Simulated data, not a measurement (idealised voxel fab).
The following is a process module called voxel transistor to metal.
This is section cut - it's 165 nm across, gridded in 5 nm square cells.
Cross-section layout: square cells on a grid; listed as bands, top to bottom; a band spans one or more cell rows.
Band entry format. Leading values: height of top, height of bottom, nm. Remainder: materials in left-to-right order, each with its width in nm. Special words: "throughout" on a single material, which then fills the band edge to edge; "empty", empty space.
Height is counted from the level 0, under which the received wafer is composed throughout of one material. The lowest of the bands is not closed at the bottom but continues downward, in the notation "0 and below".
Width spec "30 to 40" -> top row of cells at first value, bottom row at second value, equal per-row change in between.
"no modification" after a step means that no cell of the cross-section changed.
In "Enclosed empty spaces" the enclosed voids are listed, meaning empty spaces of 8 cells or larger without any opening to the top. The form is width x height at distance, distance from the left edge, units nm.
Anything after a step's settings on that line? It's the simulator's own note about the step.
overlay nm: mask right of planned place by this much (step with mask). Neg. = left.
Before/after cross-section pairs, one process step each; after shown to lowest changed band; step and settings beneath. Pairs may be from different runs of this module on the same starting wafer; a pair continues from the one above only where its "Before the process" entry says so.
**Before the process**
    105 down to 95 | 40 nm aC  20 nm empty  45 nm aC  20 nm empty  40 nm aC
    95 down to 70 | SiO2 throughout
    70 down to 65 | SiCN throughout
    65 down to 55 | W throughout
    55 down to 50 | 45 nm TiN  20 nm W  35 nm TiN  20 nm W  45 nm TiN
    50 down to 40 | 40 nm SiO2  5 nm TiN  20 nm W  5 nm TiN  25 nm SiO2  5 nm TiN  20 nm W  5 nm TiN  40 nm SiO2
    40 down to 35 | 40 nm SiO2  5 nm TiN  15 nm W  10 nm TiN  25 nm SiO2  10 nm TiN  15 nm W  5 nm TiN  40 nm SiO2
    35 down to 25 | 40 nm SiO2  5 nm TiN  15 nm W  5 nm TiN  10 nm SiN  15 nm SiCN  10 nm SiN  5 nm TiN  15 nm W  5 nm TiN  40 nm SiO2
    25 down to 20 | 40 nm SiO2  5 nm TiN  15 nm W  5 nm TiN  10 nm SiN  15 nm polySi  10 nm SiN  5 nm TiN  15 nm W  5 nm TiN  40 nm SiO2
    20 down to 15 | 40 nm SiO2  25 nm TiN  10 nm SiN  15 nm polySi  10 nm SiN  25 nm TiN  40 nm SiO2
    15 down to 5 | 30 nm SiO2  35 nm pSi  10 nm SiN  15 nm polySi  10 nm SiN  35 nm pSi  30 nm SiO2
    5 down to 0 | 30 nm SiO2  10 nm SiN  25 nm pSi  10 nm SiN  15 nm polySi  10 nm SiN  25 nm pSi  10 nm SiN  30 nm SiO2
    0 down to -5 | 40 nm SiO2  25 nm pSi  35 nm SiO2  25 nm pSi  40 nm SiO2
    -5 down to -20 | 35 nm SiO2  5 nm Si  25 nm pSi  35 nm Si  25 nm pSi  5 nm Si  35 nm SiO2
    -20 down to -35 | 35 nm SiO2  95 nm Si  35 nm SiO2
    -35 and below | Si throughout
    Enclosed empty spaces: none
**As Processed**
    105 down to 95 | 40 nm aC  20 nm empty  45 nm aC  20 nm empty  40 nm aC
    95 down to 70 | 40 nm SiO2  20 nm empty  45 nm SiO2  20 nm empty  40 nm SiO2
    Anything lower than 70 is untouched.
    Enclosed empty spaces: none
Process step (between the before and after cross-sections above): DIRECTIONAL_ETCH, etch materials SiO2, depth nm 25
Before the process: starting point is the after cross-section of the pair just above.
**As Processed**
    105 down to 95 | 40 nm aC  20 nm empty  45 nm aC  20 nm empty  40 nm aC
    95 down to 70 | 40 nm SiO2  20 nm empty  45 nm SiO2  20 nm empty  40 nm SiO2
    70 down to 65 | 40 nm SiCN  20 nm empty  45 nm SiCN  20 nm empty  40 nm SiCN
    Anything lower than 65 is untouched.
    Enclosed empty spaces: none
Process step (between the before and after cross-sections above): DIRECTIONAL_ETCH, etch materials SiCN, depth nm 5
Before the process: starting point is the after cross-section of the pair just above.
**As Processed**
    95 down to 70 | 40 nm SiO2  20 nm empty  45 nm SiO2  20 nm empty  40 nm SiO2
    Anything lower than 70 is untouched.
    Enclosed empty spaces: none
Process step (between the before and after cross-sections above): STRIP, etch materials aC
Before the process: starting point is the after cross-section of the pair just above.
**As Processed**
    100 down to 95 | 45 nm TiN  10 nm empty  55 nm TiN  10 nm empty  45 nm TiN
    95 down to 70 | 40 nm SiO2  5 nm TiN  10 nm empty  5 nm TiN  45 nm SiO2  5 nm TiN  10 nm empty  5 nm TiN  40 nm SiO2
    70 down to 65 | 40 nm SiCN  20 nm TiN  45 nm SiCN  20 nm TiN  40 nm SiCN
    Anything lower than 65 is untouched.
    Enclosed empty spaces: none
Process step (between the before and after cross-sections above): CONFORMAL_DEP, material TiN, thk nm 5
Before the process: starting point is the after cross-section of the pair just above.
**As Processed**
    105 down to 100 | Cu throughout
    100 down to 95 | 45 nm TiN  10 nm Cu  55 nm TiN  10 nm Cu  45 nm TiN
    95 down to 70 | 40 nm SiO2  5 nm TiN  10 nm Cu  5 nm TiN  45 nm SiO2  5 nm TiN  10 nm Cu  5 nm TiN  40 nm SiO2
    Anything lower than 70 is untouched.
    Enclosed empty spaces: none
Process step (between the before and after cross-sections above): FILL_DEP, material Cu, thk nm 5
Before the process: starting point is the after cross-section of the pair just above.
**As Processed**
    80 down to 70 | 40 nm SiO2  5 nm TiN  10 nm Cu  5 nm TiN  45 nm SiO2  5 nm TiN  10 nm Cu  5 nm TiN  40 nm SiO2
    Anything lower than 70 is untouched.
    Enclosed empty spaces: none
Process step (between the before and after cross-sections above): CMP, height nm 80
Before the process: starting point is the after cross-section of the pair just above.
**As Processed**
    85 down to 80 | SiCN throughout
    Anything lower than 80 is untouched.
    Enclosed empty spaces: none
Process step (between the before and after cross-sections above): CONFORMAL_DEP, material SiCN, thk nm 5
Before the process: starting point is the after cross-section of the pair just above.
**As Processed**
    115 down to 85 | SiO2 throughout
    Anything lower than 85 is untouched.
    Enclosed empty spaces: none
Process step (between the before and after cross-sections above): DIRECTIONAL_DEP, material SiO2, thk nm 30
Before the process: starting point is the after cross-section of the pair just above.
**As Processed**
    130 down to 115 | aC throughout
    Anything lower than 115 is untouched.
    Enclosed empty spaces: none
Process step (between the before and after cross-sections above): DIRECTIONAL_DEP, material aC, thk nm 15
Before the process: starting point is the after cross-section of the pair just above.
**As Processed**
    165 down to 130 | 40 nm resist  20 nm empty  45 nm resist  20 nm empty  40 nm resist
    Anything lower than 130 is untouched.
    Enclosed empty spaces: none
Process step (between the before and after cross-sections above): PATTERN, tone open, mask id METAL_2, material resist, width nm 20, pitch nm 65, thk nm 35, overlay nm 0
Before the process: starting point is the after cross-section of the pair just above.
**As Processed**
    150 down to 130 | 40 nm resist  20 nm empty  45 nm resist  20 nm empty  40 nm resist
    130 down to 115 | 40 nm aC  20 nm empty  45 nm aC  20 nm empty  40 nm aC
    Anything lower than 115 is untouched.
    Enclosed empty spaces: none
Process step (between the before and after cross-sections above): DIRECTIONAL_ETCH, etch materials aC, depth nm 15
Before the process: starting point is the after cross-section of the pair just above.
**As Processed**
    130 down to 115 | 40 nm aC  20 nm empty  45 nm aC  20 nm empty  40 nm aC
    Anything lower than 115 is untouched.
    Enclosed empty spaces: none
Process step (between the before and after cross-sections above): STRIP, etch materials resist
Before the process: starting point is the after cross-section of the pair just above.
**As Processed**
    130 down to 115 | 40 nm aC  20 nm empty  45 nm aC  20 nm empty  40 nm aC
    115 down to 100 | 40 nm SiO2  20 nm empty  45 nm SiO2  20 nm empty  40 nm SiO2
    Anything lower than 100 is untouched.
    Enclosed empty spaces: none
Process step (between the before and after cross-sections above): DIRECTIONAL_ETCH, etch materials SiO2, depth nm 15
Before the process: starting point is the after cross-section of the pair just above.
**As Processed**
    115 down to 100 | 40 nm SiO2  20 nm empty  45 nm SiO2  20 nm empty  40 nm SiO2
    Anything lower than 100 is untouched.
    Enclosed empty spaces: none
Process step (between the before and after cross-sections above): STRIP, etch materials aC
Before the process: starting point is the after cross-section of the pair just above.
**As Processed**
    115 down to 100 | 40 nm SiO2  20 nm empty  45 nm SiO2  20 nm empty  40 nm SiO2
    100 down to 85 | 40 nm SiO2  15 nm empty  50 nm SiO2  15 nm empty  45 nm SiO2
    Anything lower than 85 is untouched.
    Enclosed empty spaces: none
Process step (between the before and after cross-sections above): MASKED_ETCH, tone open, mask id METAL_2_HOLES, width nm 15, pitch nm 65, etch materials SiO2, depth nm 15, overlay nm 0
Before the process: starting point is the after cross-section of the pair just above.
**As Processed**
    115 down to 100 | 40 nm SiO2  20 nm empty  45 nm SiO2  20 nm empty  40 nm SiO2
    100 down to 85 | 40 nm SiO2  15 nm empty  50 nm SiO2  15 nm empty  45 nm SiO2
    85 down to 80 | 40 nm SiCN  15 nm empty  50 nm SiCN  15 nm empty  45 nm SiCN
    Anything lower than 80 is untouched.
    Enclosed empty spaces: none
Process step (between the before and after cross-sections above): MASKED_ETCH, tone open, mask id METAL_2_HOLES, width nm 15, pitch nm 65, etch materials SiCN, depth nm 5, overlay nm 0
Before the process: starting point is the after cross-section of the pair just above.
**As Processed**
    120 down to 115 | 45 nm TiN  10 nm empty  55 nm TiN  10 nm empty  45 nm TiN
    115 down to 105 | 40 nm SiO2  5 nm TiN  10 nm empty  5 nm TiN  45 nm SiO2  5 nm TiN  10 nm empty  5 nm TiN  40 nm SiO2
    105 down to 100 | 40 nm SiO2  5 nm TiN  5 nm empty  10 nm TiN  45 nm SiO2  5 nm TiN  5 nm empty  10 nm TiN  40 nm SiO2
    100 down to 85 | 40 nm SiO2  5 nm TiN  5 nm empty  5 nm TiN  50 nm SiO2  5 nm TiN  5 nm empty  5 nm TiN  45 nm SiO2
    85 down to 80 | 40 nm SiCN  15 nm TiN  50 nm SiCN  15 nm TiN  45 nm SiCN
    Anything lower than 80 is untouched.
    Enclosed empty spaces: none
Process step (between the before and after cross-sections above): CONFORMAL_DEP, material TiN, thk nm 5
Before the process: starting point is the after cross-section of the pair just above.
**As Processed**
    125 down to 120 | Cu throughout
    120 down to 115 | 45 nm TiN  10 nm Cu  55 nm TiN  10 nm Cu  45 nm TiN
    115 down to 105 | 40 nm SiO2  5 nm TiN  10 nm Cu  5 nm TiN  45 nm SiO2  5 nm TiN  10 nm Cu  5 nm TiN  40 nm SiO2
    105 down to 100 | 40 nm SiO2  5 nm TiN  5 nm Cu  10 nm TiN  45 nm SiO2  5 nm TiN  5 nm Cu  10 nm TiN  40 nm SiO2
    100 down to 85 | 40 nm SiO2  5 nm TiN  5 nm Cu  5 nm TiN  50 nm SiO2  5 nm TiN  5 nm Cu  5 nm TiN  45 nm SiO2
    Anything lower than 85 is untouched.
    Enclosed empty spaces: none
Process step (between the before and after cross-sections above): FILL_DEP, material Cu, thk nm 5
Before the process: starting point is the after cross-section of the pair just above.
**As Processed**
    115 down to 105 | 40 nm SiO2  5 nm TiN  10 nm Cu  5 nm TiN  45 nm SiO2  5 nm TiN  10 nm Cu  5 nm TiN  40 nm SiO2
    Anything lower than 105 is untouched.
    Enclosed empty spaces: none
Process step (between the before and after cross-sections above): CMP, height nm 115
Before the process: starting point is the after cross-section of the pair just above.
**As Processed**
    120 down to 115 | SiN throughout
    Anything lower than 115 is untouched.
    Enclosed empty spaces: none
Process step (between the before and after cross-sections above): CONFORMAL_DEP, material SiN, thk nm 5
**Before the process**
    35 down to 20 | 35 nm empty  95 nm resist  35 nm empty
    20 down to 5 | 35 nm empty  95 nm SiN  35 nm empty
    5 down to 0 | 35 nm empty  95 nm SiO2  35 nm empty
    0 down to -35 | 35 nm empty  95 nm Si  35 nm empty
    -35 and below | Si throughout
    Enclosed empty spaces: none
**As Processed**
    35 down to 20 | 35 nm empty  95 nm resist  35 nm empty
    20 down to 5 | 35 nm empty  95 nm SiN  35 nm empty
    5 down to 0 | 35 nm empty  95 nm SiO2  35 nm empty
    0 down to -70 | 35 nm empty  95 nm Si  35 nm empty
    Anything lower than -70 is untouched.
    Enclosed empty spaces: none
Process step (between the before and after cross-sections above): DIRECTIONAL_ETCH, etch materials Si, depth nm 35
Before the process: starting point is the after cross-section of the pair just above.
**As Processed**
    20 down to 5 | 35 nm empty  95 nm SiN  35 nm empty
    Anything lower than 5 is untouched.
    Enclosed empty spaces: none
Process step (between the before and after cross-sections above): STRIP, etch materials resist
Before the process: starting point is the after cross-section of the pair just above.
**As Processed**
    35 down to 20 | SiO2 throughout
    20 down to 5 | 35 nm SiO2  95 nm SiN  35 nm SiO2
    5 down to 0 | SiO2 throughout
    0 down to -70 | 35 nm SiO2  95 nm Si  35 nm SiO2
    Anything lower than -70 is untouched.
    Enclosed empty spaces: none
Process step (between the before and after cross-sections above): FILL_DEP, material SiO2, thk nm 15
Before the process: starting point is the after cross-section of the pair just above.
**As Processed**
    20 down to 5 | 35 nm SiO2  95 nm SiN  35 nm SiO2
    Anything lower than 5 is untouched.
    Enclosed empty spaces: none
Process step (between the before and after cross-sections above): CMP, height nm 20
Before the process: starting point is the after cross-section of the pair just above.
**As Processed**
    20 down to 10 | 35 nm empty  95 nm SiN  35 nm empty
    Anything lower than 10 is untouched.
    Enclosed empty spaces: none
Process step (between the before and after cross-sections above): SELECTIVE_ETCH, etch materials SiO2, depth nm 10
Before the process: starting point is the after cross-section of the pair just above.
**As Processed**
    10 down to 5 | 35 nm SiO2  95 nm empty  35 nm SiO2
    Anything lower than 5 is untouched.
    Enclosed empty spaces: none
Process step (between the before and after cross-sections above): STRIP, etch materials SiN
Before the process: starting point is the after cross-section of the pair just above.
**As Processed**
    5 down to 0 | 30 nm SiO2  105 nm empty  30 nm SiO2
    Anything lower than 0 is untouched.
    Enclosed empty spaces: none
Process step (between the before and after cross-sections above): SELECTIVE_ETCH, etch materials SiO2, depth nm 5
Before the process: starting point is the after cross-section of the pair just above.
**As Processed**
    5 down to 0 | 30 nm SiO2  105 nm empty  30 nm SiO2
    0 down to -5 | SiO2 throughout
    Anything lower than -5 is untouched.
    Enclosed empty spaces: none
Process step (between the before and after cross-sections above): OXIDIZE, depth nm 5
Before the process: starting point is the after cross-section of the pair just above.
**As Processed**
    30 down to 25 | 30 nm polySi  105 nm empty  30 nm polySi
    25 down to 5 | polySi throughout
    5 down to 0 | 30 nm SiO2  105 nm polySi  30 nm SiO2
    Anything lower than 0 is untouched.
    Enclosed empty spaces: none
Process step (between the before and after cross-sections above): DIRECTIONAL_DEP, material polySi, thk nm 25
Before the process: starting point is the after cross-section of the pair just above.
**As Processed**
    40 down to 35 | 30 nm SiCN  105 nm empty  30 nm SiCN
    35 down to 30 | SiCN throughout
    30 down to 25 | 30 nm polySi  105 nm SiCN  30 nm polySi
    Anything lower than 25 is untouched.
    Enclosed empty spaces: none
Process step (between the before and after cross-sections above): DIRECTIONAL_DEP, material SiCN, thk nm 10
Before the process: starting point is the after cross-section of the pair just above.
**As Processed**
    55 down to 50 | 30 nm aC  105 nm empty  30 nm aC
    50 down to 40 | aC throughout
    40 down to 35 | 30 nm SiCN  105 nm aC  30 nm SiCN
    Anything lower than 35 is untouched.
    Enclosed empty spaces: none
Process step (between the before and after cross-sections above): DIRECTIONAL_DEP, material aC, thk nm 15
Before the process: starting point is the after cross-section of the pair just above.
**As Processed**
    85 down to 55 | 75 nm empty  15 nm resist  75 nm empty
    55 down to 50 | 30 nm aC  45 nm empty  15 nm resist  45 nm empty  30 nm aC
    Anything lower than 50 is untouched.
    Enclosed empty spaces: none
Process step (between the before and after cross-sections above): PATTERN, tone cover, mask id GATE, material resist, width nm 15, thk nm 30, overlay nm 0
Before the process: starting point is the after cross-section of the pair just above.
**As Processed**
    70 down to 50 | 75 nm empty  15 nm resist  75 nm empty
    50 down to 40 | 75 nm empty  15 nm aC  75 nm empty
    40 down to 35 | 30 nm SiCN  45 nm empty  15 nm aC  45 nm empty  30 nm SiCN
    Anything lower than 35 is untouched.
    Enclosed empty spaces: none
Process step (between the before and after cross-sections above): DIRECTIONAL_ETCH, etch materials aC, depth nm 15
Before the process: starting point is the after cross-section of the pair just above.
**As Processed**
    50 down to 40 | 75 nm empty  15 nm aC  75 nm empty
    Anything lower than 40 is untouched.
    Enclosed empty spaces: none
Process step (between the before and after cross-sections above): STRIP, etch materials resist
Before the process: starting point is the after cross-section of the pair just above.
**As Processed**
    50 down to 35 | 75 nm empty  15 nm aC  75 nm empty
    35 down to 30 | 75 nm empty  15 nm SiCN  75 nm empty
    30 down to 25 | 30 nm polySi  45 nm empty  15 nm SiCN  45 nm empty  30 nm polySi
    Anything lower than 25 is untouched.
    Enclosed empty spaces: none
Process step (between the before and after cross-sections above): DIRECTIONAL_ETCH, etch materials SiCN, depth nm 20
Before the process: starting point is the after cross-section of the pair just above.
**As Processed**
    50 down to 35 | 75 nm empty  15 nm aC  75 nm empty
    35 down to 25 | 75 nm empty  15 nm SiCN  75 nm empty
    25 down to 5 | 75 nm empty  15 nm polySi  75 nm empty
    5 down to 0 | 30 nm SiO2  45 nm empty  15 nm polySi  45 nm empty  30 nm SiO2
    Anything lower than 0 is untouched.
    Enclosed empty spaces: none
Process step (between the before and after cross-sections above): DIRECTIONAL_ETCH, etch materials polySi, depth nm 35
Before the process: starting point is the after cross-section of the pair just above.
**As Processed**
    35 down to 25 | 75 nm empty  15 nm SiCN  75 nm empty
    Anything lower than 25 is untouched.
    Enclosed empty spaces: none
Process step (between the before and after cross-sections above): STRIP, etch materials aC
Before the process: starting point is the after cross-section of the pair just above.
**As Processed**
    45 down to 35 | 65 nm empty  35 nm SiN  65 nm empty
    35 down to 25 | 65 nm empty  10 nm SiN  15 nm SiCN  10 nm SiN  65 nm empty
    25 down to 15 | 65 nm empty  10 nm SiN  15 nm polySi  10 nm SiN  65 nm empty
    15 down to 10 | 40 nm SiN  25 nm empty  10 nm SiN  15 nm polySi  10 nm SiN  25 nm empty  40 nm SiN
    10 down to 5 | 75 nm SiN  15 nm polySi  75 nm SiN
    5 down to 0 | 30 nm SiO2  45 nm SiN  15 nm polySi  45 nm SiN  30 nm SiO2
    Anything lower than 0 is untouched.
    Enclosed empty spaces: none
Process step (between the before and after cross-sections above): CONFORMAL_DEP, material SiN, thk nm 10
Before the process: starting point is the after cross-section of the pair just above.
**As Processed**
    35 down to 25 | 65 nm empty  10 nm SiN  15 nm SiCN  10 nm SiN  65 nm empty
    25 down to 5 | 65 nm empty  10 nm SiN  15 nm polySi  10 nm SiN  65 nm empty
    5 down to 0 | 30 nm SiO2  10 nm SiN  25 nm empty  10 nm SiN  15 nm polySi  10 nm SiN  25 nm empty  10 nm SiN  30 nm SiO2
    Anything lower than 0 is untouched.
    Enclosed empty spaces: none
Process step (between the before and after cross-sections above): DIRECTIONAL_ETCH, etch materials SiN, depth nm 10
Before the process: starting point is the after cross-section of the pair just above.
**As Processed**
    35 down to 25 | 65 nm empty  10 nm SiN  15 nm SiCN  10 nm SiN  65 nm empty
    25 down to 5 | 65 nm empty  10 nm SiN  15 nm polySi  10 nm SiN  65 nm empty
    5 down to 0 | 30 nm empty  10 nm SiN  25 nm empty  10 nm SiN  15 nm polySi  10 nm SiN  25 nm empty  10 nm SiN  30 nm empty
    0 down to -5 | 40 nm SiO2  25 nm empty  35 nm SiO2  25 nm empty  40 nm SiO2
    Anything lower than -5 is untouched.
    Enclosed empty spaces: none
Process step (between the before and after cross-sections above): DIRECTIONAL_ETCH, etch materials SiO2, depth nm 5
Before the process: starting point is the after cross-section of the pair just above.
**As Processed**
    35 down to 25 | 65 nm empty  10 nm SiN  15 nm SiCN  10 nm SiN  65 nm empty
    25 down to 5 | 65 nm empty  10 nm SiN  15 nm polySi  10 nm SiN  65 nm empty
    5 down to 0 | 30 nm empty  10 nm SiN  25 nm empty  10 nm SiN  15 nm polySi  10 nm SiN  25 nm empty  10 nm SiN  30 nm empty
    0 down to -5 | 40 nm SiO2  25 nm empty  35 nm SiO2  25 nm empty  40 nm SiO2
    -5 down to -20 | 35 nm SiO2  5 nm Si  25 nm empty  35 nm Si  25 nm empty  5 nm Si  35 nm SiO2
    Anything lower than -20 is untouched.
    Enclosed empty spaces: none
Process step (between the before and after cross-sections above): DIRECTIONAL_ETCH, etch materials Si, depth nm 15
Before the process: starting point is the after cross-section of the pair just above.
**As Processed**
    35 down to 25 | 65 nm empty  10 nm SiN  15 nm SiCN  10 nm SiN  65 nm empty
    25 down to 15 | 65 nm empty  10 nm SiN  15 nm polySi  10 nm SiN  65 nm empty
    15 down to 5 | 30 nm empty  35 nm pSi  10 nm SiN  15 nm polySi  10 nm SiN  35 nm pSi  30 nm empty
    5 down to 0 | 30 nm empty  10 nm SiN  25 nm pSi  10 nm SiN  15 nm polySi  10 nm SiN  25 nm pSi  10 nm SiN  30 nm empty
    0 down to -5 | 40 nm SiO2  25 nm pSi  35 nm SiO2  25 nm pSi  40 nm SiO2
    -5 down to -20 | 35 nm SiO2  5 nm Si  25 nm pSi  35 nm Si  25 nm pSi  5 nm Si  35 nm SiO2
    Anything lower than -20 is untouched.
    Enclosed empty spaces: none
Process step (between the before and after cross-sections above): EPI, material pSi, thk nm 20
Before the process: starting point is the after cross-section of the pair just above.
**As Processed**
    40 down to 35 | SiO2 throughout
    35 down to 25 | 65 nm SiO2  10 nm SiN  15 nm SiCN  10 nm SiN  65 nm SiO2
    25 down to 15 | 65 nm SiO2  10 nm SiN  15 nm polySi  10 nm SiN  65 nm SiO2
    15 down to 5 | 30 nm SiO2  35 nm pSi  10 nm SiN  15 nm polySi  10 nm SiN  35 nm pSi  30 nm SiO2
    5 down to 0 | 30 nm SiO2  10 nm SiN  25 nm pSi  10 nm SiN  15 nm polySi  10 nm SiN  25 nm pSi  10 nm SiN  30 nm SiO2
    Anything lower than 0 is untouched.
    Enclosed empty spaces: none
Process step (between the before and after cross-sections above): FILL_DEP, material SiO2, thk nm 5
Before the process: starting point is the after cross-section of the pair just above.
**As Processed**
    35 down to 25 | 65 nm SiO2  10 nm SiN  15 nm SiCN  10 nm SiN  65 nm SiO2
    Anything lower than 25 is untouched.
    Enclosed empty spaces: none
Process step (between the before and after cross-sections above): CMP, height nm 35
Before the process: starting point is the after cross-section of the pair just above.
**As Processed**
    50 down to 35 | SiO2 throughout
    Anything lower than 35 is untouched.
    Enclosed empty spaces: none
Process step (between the before and after cross-sections above): DIRECTIONAL_DEP, material SiO2, thk nm 15
Before the process: starting point is the after cross-section of the pair just above.
**As Processed**
    65 down to 50 | 40 nm resist  30 nm empty  25 nm resist  30 nm empty  40 nm resist
    Anything lower than 50 is untouched.
    Enclosed empty spaces: none
Process step (between the before and after cross-sections above): PATTERN, tone open, mask id CONTACT, material resist, width nm 30, pitch nm 55, thk nm 15, overlay nm 0
Before the process: starting point is the after cross-section of the pair just above.
**As Processed**
    65 down to 50 | 40 nm resist  30 nm empty  25 nm resist  30 nm empty  40 nm resist
    50 down to 35 | 40 nm SiO2  30 nm empty  25 nm SiO2  30 nm empty  40 nm SiO2
    35 down to 25 | 40 nm SiO2  25 nm empty  10 nm SiN  15 nm SiCN  10 nm SiN  25 nm empty  40 nm SiO2
    25 down to 15 | 40 nm SiO2  25 nm empty  10 nm SiN  15 nm polySi  10 nm SiN  25 nm empty  40 nm SiO2
    Anything lower than 15 is untouched.
    Enclosed empty spaces: none
Process step (between the before and after cross-sections above): DIRECTIONAL_ETCH, etch materials SiO2, depth nm 35
Before the process: starting point is the after cross-section of the pair just above.
**As Processed**
    50 down to 35 | 40 nm SiO2  30 nm empty  25 nm SiO2  30 nm empty  40 nm SiO2
    Anything lower than 35 is untouched.
    Enclosed empty spaces: none
Process step (between the before and after cross-sections above): STRIP, etch materials resist
Before the process: starting point is the after cross-section of the pair just above.
**As Processed**
    55 down to 50 | 45 nm TiN  20 nm empty  35 nm TiN  20 nm empty  45 nm TiN
    50 down to 40 | 40 nm SiO2  5 nm TiN  20 nm empty  5 nm TiN  25 nm SiO2  5 nm TiN  20 nm empty  5 nm TiN  40 nm SiO2
    40 down to 35 | 40 nm SiO2  5 nm TiN  15 nm empty  10 nm TiN  25 nm SiO2  10 nm TiN  15 nm empty  5 nm TiN  40 nm SiO2
    35 down to 25 | 40 nm SiO2  5 nm TiN  15 nm empty  5 nm TiN  10 nm SiN  15 nm SiCN  10 nm SiN  5 nm TiN  15 nm empty  5 nm TiN  40 nm SiO2
    25 down to 20 | 40 nm SiO2  5 nm TiN  15 nm empty  5 nm TiN  10 nm SiN  15 nm polySi  10 nm SiN  5 nm TiN  15 nm empty  5 nm TiN  40 nm SiO2
    20 down to 15 | 40 nm SiO2  25 nm TiN  10 nm SiN  15 nm polySi  10 nm SiN  25 nm TiN  40 nm SiO2
    Anything lower than 15 is untouched.
    Enclosed empty spaces: none
Process step (between the before and after cross-sections above): CONFORMAL_DEP, material TiN, thk nm 5
Before the process: starting point is the after cross-section of the pair just above.
**As Processed**
    65 down to 55 | W throughout
    55 down to 50 | 45 nm TiN  20 nm W  35 nm TiN  20 nm W  45 nm TiN
    50 down to 40 | 40 nm SiO2  5 nm TiN  20 nm W  5 nm TiN  25 nm SiO2  5 nm TiN  20 nm W  5 nm TiN  40 nm SiO2
    40 down to 35 | 40 nm SiO2  5 nm TiN  15 nm W  10 nm TiN  25 nm SiO2  10 nm TiN  15 nm W  5 nm TiN  40 nm SiO2
    35 down to 25 | 40 nm SiO2  5 nm TiN  15 nm W  5 nm TiN  10 nm SiN  15 nm SiCN  10 nm SiN  5 nm TiN  15 nm W  5 nm TiN  40 nm SiO2
    25 down to 20 | 40 nm SiO2  5 nm TiN  15 nm W  5 nm TiN  10 nm SiN  15 nm polySi  10 nm SiN  5 nm TiN  15 nm W  5 nm TiN  40 nm SiO2
    Anything lower than 20 is untouched.
    Enclosed empty spaces: none
Process step (between the before and after cross-sections above): FILL_DEP, material W, thk nm 10
Before the process: starting point is the after cross-section of the pair just above.
**As Processed**
    50 down to 40 | 40 nm SiO2  5 nm TiN  20 nm W  5 nm TiN  25 nm SiO2  5 nm TiN  20 nm W  5 nm TiN  40 nm SiO2
    Anything lower than 40 is untouched.
    Enclosed empty spaces: none
Process step (between the before and after cross-sections above): CMP, height nm 50
Before the process: starting point is the after cross-section of the pair just above.
**As Processed**
    55 down to 50 | SiCN throughout
    Anything lower than 50 is untouched.
    Enclosed empty spaces: none
Process step (between the before and after cross-sections above): CONFORMAL_DEP, material SiCN, thk nm 5
Before the process: starting point is the after cross-section of the pair just above.
**As Processed**
    80 down to 55 | SiO2 throughout
    Anything lower than 55 is untouched.
    Enclosed empty spaces: none
Process step (between the before and after cross-sections above): DIRECTIONAL_DEP, material SiO2, thk nm 25
Before the process: starting point is the after cross-section of the pair just above.
**As Processed**
    90 down to 80 | aC throughout
    Anything lower than 80 is untouched.
    Enclosed empty spaces: none
Process step (between the before and after cross-sections above): DIRECTIONAL_DEP, material aC, thk nm 10
Before the process: starting point is the after cross-section of the pair just above.
**As Processed**
    115 down to 90 | 40 nm resist  20 nm empty  45 nm resist  20 nm empty  40 nm resist
    Anything lower than 90 is untouched.
    Enclosed empty spaces: none
Process step (between the before and after cross-sections above): PATTERN, tone open, mask id METAL_1, material resist, width nm 20, pitch nm 65, thk nm 25, overlay nm 0
Before the process: starting point is the after cross-section of the pair just above.
**As Processed**
    105 down to 90 | 40 nm resist  20 nm empty  45 nm resist  20 nm empty  40 nm resist
    90 down to 80 | 40 nm aC  20 nm empty  45 nm aC  20 nm empty  40 nm aC
    Anything lower than 80 is untouched.
    Enclosed empty spaces: none
Process step (between the before and after cross-sections above): DIRECTIONAL_ETCH, etch materials aC, depth nm 10
Before the process: starting point is the after cross-section of the pair just above.
**As Processed**
    90 down to 80 | 40 nm aC  20 nm empty  45 nm aC  20 nm empty  40 nm aC
    Anything lower than 80 is untouched.
    Enclosed empty spaces: none
Process step (between the before and after cross-sections above): STRIP, etch materials resist
Before the process: starting point is the after cross-section of the pair just above.
**As Processed**
    90 down to 80 | 40 nm aC  20 nm empty  45 nm aC  20 nm empty  40 nm aC
    80 down to 55 | 40 nm SiO2  20 nm empty  45 nm SiO2  20 nm empty  40 nm SiO2
    Anything lower than 55 is untouched.
    Enclosed empty spaces: none
Process step (between the before and after cross-sections above): DIRECTIONAL_ETCH, etch materials SiO2, depth nm 25
Before the process: starting point is the after cross-section of the pair just above.
**As Processed**
    90 down to 80 | 40 nm aC  20 nm empty  45 nm aC  20 nm empty  40 nm aC
    80 down to 55 | 40 nm SiO2  20 nm empty  45 nm SiO2  20 nm empty  40 nm SiO2
    55 down to 50 | 40 nm SiCN  20 nm empty  45 nm SiCN  20 nm empty  40 nm SiCN
    Anything lower than 50 is untouched.
    Enclosed empty spaces: none
Process step (between the before and after cross-sections above): DIRECTIONAL_ETCH, etch materials SiCN, depth nm 5
Before the process: starting point is the after cross-section of the pair just above.
**As Processed**
    80 down to 55 | 40 nm SiO2  20 nm empty  45 nm SiO2  20 nm empty  40 nm SiO2
    Anything lower than 55 is untouched.
    Enclosed empty spaces: none
Process step (between the before and after cross-sections above): STRIP, etch materials aC
Before the process: starting point is the after cross-section of the pair just above.
**As Processed**
    85 down to 80 | 45 nm TiN  10 nm empty  55 nm TiN  10 nm empty  45 nm TiN
    80 down to 55 | 40 nm SiO2  5 nm TiN  10 nm empty  5 nm TiN  45 nm SiO2  5 nm TiN  10 nm empty  5 nm TiN  40 nm SiO2
    55 down to 50 | 40 nm SiCN  20 nm TiN  45 nm SiCN  20 nm TiN  40 nm SiCN
    Anything lower than 50 is untouched.
    Enclosed empty spaces: none
Process step (between the before and after cross-sections above): CONFORMAL_DEP, material TiN, thk nm 5
Before the process: starting point is the after cross-section of the pair just above.
**As Processed**
    90 down to 85 | Cu throughout
    85 down to 80 | 45 nm TiN  10 nm Cu  55 nm TiN  10 nm Cu  45 nm TiN
    80 down to 55 | 40 nm SiO2  5 nm TiN  10 nm Cu  5 nm TiN  45 nm SiO2  5 nm TiN  10 nm Cu  5 nm TiN  40 nm SiO2
    Anything lower than 55 is untouched.
    Enclosed empty spaces: none
Process step (between the before and after cross-sections above): FILL_DEP, material Cu, thk nm 5
Before the process: starting point is the after cross-section of the pair just above.
**As Processed**
    80 down to 55 | 40 nm SiO2  5 nm TiN  10 nm Cu  5 nm TiN  45 nm SiO2  5 nm TiN  10 nm Cu  5 nm TiN  40 nm SiO2
    Anything lower than 55 is untouched.
    Enclosed empty spaces: none
Process step (between the before and after cross-sections above): CMP, height nm 80
Before the process: starting point is the after cross-section of the pair just above.
**As Processed**
    85 down to 80 | SiCN throughout
    Anything lower than 80 is untouched.
    Enclosed empty spaces: none
Process step (between the before and after cross-sections above): CONFORMAL_DEP, material SiCN, thk nm 5
